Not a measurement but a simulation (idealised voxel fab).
Name of the process module below: voxel wiring stack
Section shown: cut. Width: 270 nm. Cell size: 5 nm, square.
Cross-sections here: square-cell grids, written as top-down lists of bands, a band being one or more rows of cells. It is stipulated that each band's entry specify, in nanometres, the height of the top of the band and then that of its bottom, followed by the materials of the band in left-to-right sequence, each together with its width in nanometres. A single material marked by the word "edge to edge" is understood to fill the band from edge to edge; the word "air" is understood to denote empty space. A quick word on heights: they are counted from 0, and under that level the wafer as it came to us is one material throughout. The lowest band is different from the rest in having no bottom; it simply continues downward, written as in "0 nm and below". The notation "30..40" denotes a width that varies across the rows of cells in the band, beginning at the first number in the top row, finishing at the second number in the bottom row, and changing by an identical amount from each row to the next. No cell of the cross-section changed in a step that is given as "everything unchanged". For the entry "Closed void inventory", the listed items are empty spaces with no open way to the top whose size is 8 cells or more; each item follows the pattern width x height at distance, where distance is from the left edge and all three are in nm. Step line, after settings: the simulator's comment on this step. "overlay nm" answers the question of how far to the right of plan the mask lay on a step that has a mask, and when it is negative the answer is to the left.

[Steps planned for the process]
1 RECEIVE: material Si
2 CONFORMAL_DEP: material SiO2, thk nm 10
3 CONFORMAL_DEP: material SiCN, thk nm 5
4 DIRECTIONAL_DEP: material SiO2, thk nm 20
5 DIRECTIONAL_DEP: material aC, thk nm 10
6 PATTERN: tone open, mask id METAL_1, material resist, width nm 20, pitch nm 45, thk nm 30, overlay nm 0
7 DIRECTIONAL_ETCH: etch materials aC, depth nm 10
8 STRIP: etch materials resist
9 DIRECTIONAL_ETCH: etch materials SiO2, depth nm 20
10 DIRECTIONAL_ETCH: etch materials SiCN, depth nm 5
11 STRIP: etch materials aC
12 CONFORMAL_DEP: material TiN, thk nm 5
13 FILL_DEP: material Cu, thk nm 10
14 CMP: height nm 35
15 EPI: material Ru, thk nm 5
16 FILL_DEP: material SiCN, thk nm 5
17 DIRECTIONAL_DEP: material SiO2, thk nm 20
18 PATTERN: tone open, mask id PLUG_1, material resist, width nm 15, thk nm 15, overlay nm 0
19 DIRECTIONAL_ETCH: etch materials SiO2, depth nm 20
20 DIRECTIONAL_ETCH: etch materials SiCN, depth nm 5
21 STRIP: etch materials resist
22 CONFORMAL_DEP: material TiN, thk nm 5
23 FILL_DEP: material Ru, thk nm 5
24 CMP: height nm 65
25 DIRECTIONAL_DEP: material TiN, thk nm 5
26 DIRECTIONAL_DEP: material Ru, thk nm 25
27 MASKED_ETCH: tone cover, mask id METAL_2, width nm 20, pitch nm 45, etch materials Ru, depth nm 25, overlay nm 0
28 MASKED_ETCH: tone cover, mask id METAL_2, width nm 20, pitch nm 45, etch materials TiN, depth nm 5, overlay nm 0
29 CONFORMAL_DEP: material SiN, thk nm 5
30 FILL_DEP: material lowk, thk nm 5
31 CMP: height nm 95
32 CONFORMAL_DEP: material SiCN, thk nm 5
33 DIRECTIONAL_DEP: material SiO2, thk nm 15
34 PATTERN: tone open, mask id PLUG_2, material resist, width nm 15, pitch nm 45, thk nm 15, overlay nm 0
35 DIRECTIONAL_ETCH: etch materials SiO2, depth nm 15
36 DIRECTIONAL_ETCH: etch materials SiCN, depth nm 5
37 STRIP: etch materials resist
38 CONFORMAL_DEP: material TiN, thk nm 5
39 FILL_DEP: material Ru, thk nm 10
40 CMP: height nm 115
41 DIRECTIONAL_DEP: material TiN, thk nm 5
42 DIRECTIONAL_DEP: material Ru, thk nm 15
43 MASKED_ETCH: tone cover, mask id METAL_3, width nm 20, pitch nm 45, etch materials Ru, depth nm 15, overlay nm 0
44 MASKED_ETCH: tone cover, mask id METAL_3, width nm 20, pitch nm 45, etch materials TiN, depth nm 5, overlay nm 0
45 CONFORMAL_DEP: material SiCN, thk nm 5
46 FILL_DEP: material SiO2, thk nm 10
47 CMP: height nm 135
48 CONFORMAL_DEP: material SiCN, thk nm 5

[Shown in cross-section is the wafer as received, that is, as it stands after step 1]
* 0 nm and below | Si edge to edge
* Closed void inventory: none

[One mistake in running the module, otherwise start and plan as above: cross-section at the end]
* 140 nm to 135 nm | SiCN edge to edge
* 135 nm to 120 nm | 95 of SiO2  5 of SiCN  25 of Ru  5 of SiCN  10 of SiO2  5 of SiCN  25 of Ru  5 of SiCN  95 of SiO2
* 120 nm to 115 nm | 100 of SiCN  25 of TiN  20 of SiCN  25 of TiN  100 of SiCN
* 115 nm to 100 nm | 100 of SiO2  5 of TiN  5 of Ru  5 of TiN  30 of SiO2  5 of TiN  5 of Ru  5 of TiN  110 of SiO2
* 100 nm to 95 nm | 100 of SiCN  15 of TiN  30 of SiCN  15 of TiN  110 of SiCN
* 95 nm to 70 nm | 95 of lowk  5 of SiN  20 of Ru  5 of SiN  15 of lowk  5 of SiN  20 of Ru  5 of SiN  100 of lowk
* 70 nm to 65 nm | 100 of SiN  20 of TiN  25 of SiN  20 of TiN  105 of SiN
* 65 nm to 45 nm | 100 of SiO2  5 of TiN  5 of Ru  5 of TiN  155 of SiO2
* 45 nm to 40 nm | 100 of SiCN  15 of TiN  155 of SiCN
* 40 nm to 35 nm | 95 of SiCN  30 of Ru  15 of SiCN  30 of Ru  100 of SiCN
* 35 nm to 15 nm | 100 of SiO2  5 of TiN  10 of Cu  5 of TiN  25 of SiO2  5 of TiN  10 of Cu  5 of TiN  105 of SiO2
* 15 nm to 10 nm | 100 of SiCN  20 of TiN  25 of SiCN  20 of TiN  105 of SiCN
* 10 nm to 0 nm | SiO2 edge to edge
* 0 nm and below | Si edge to edge
* Closed void inventory: none
Deviation from plan: step 43 deviated from plan and actually ran as MASKED_ETCH: tone cover, mask id METAL_3, width nm 25, pitch nm 45, etch materials Ru, depth nm 15, overlay nm 0
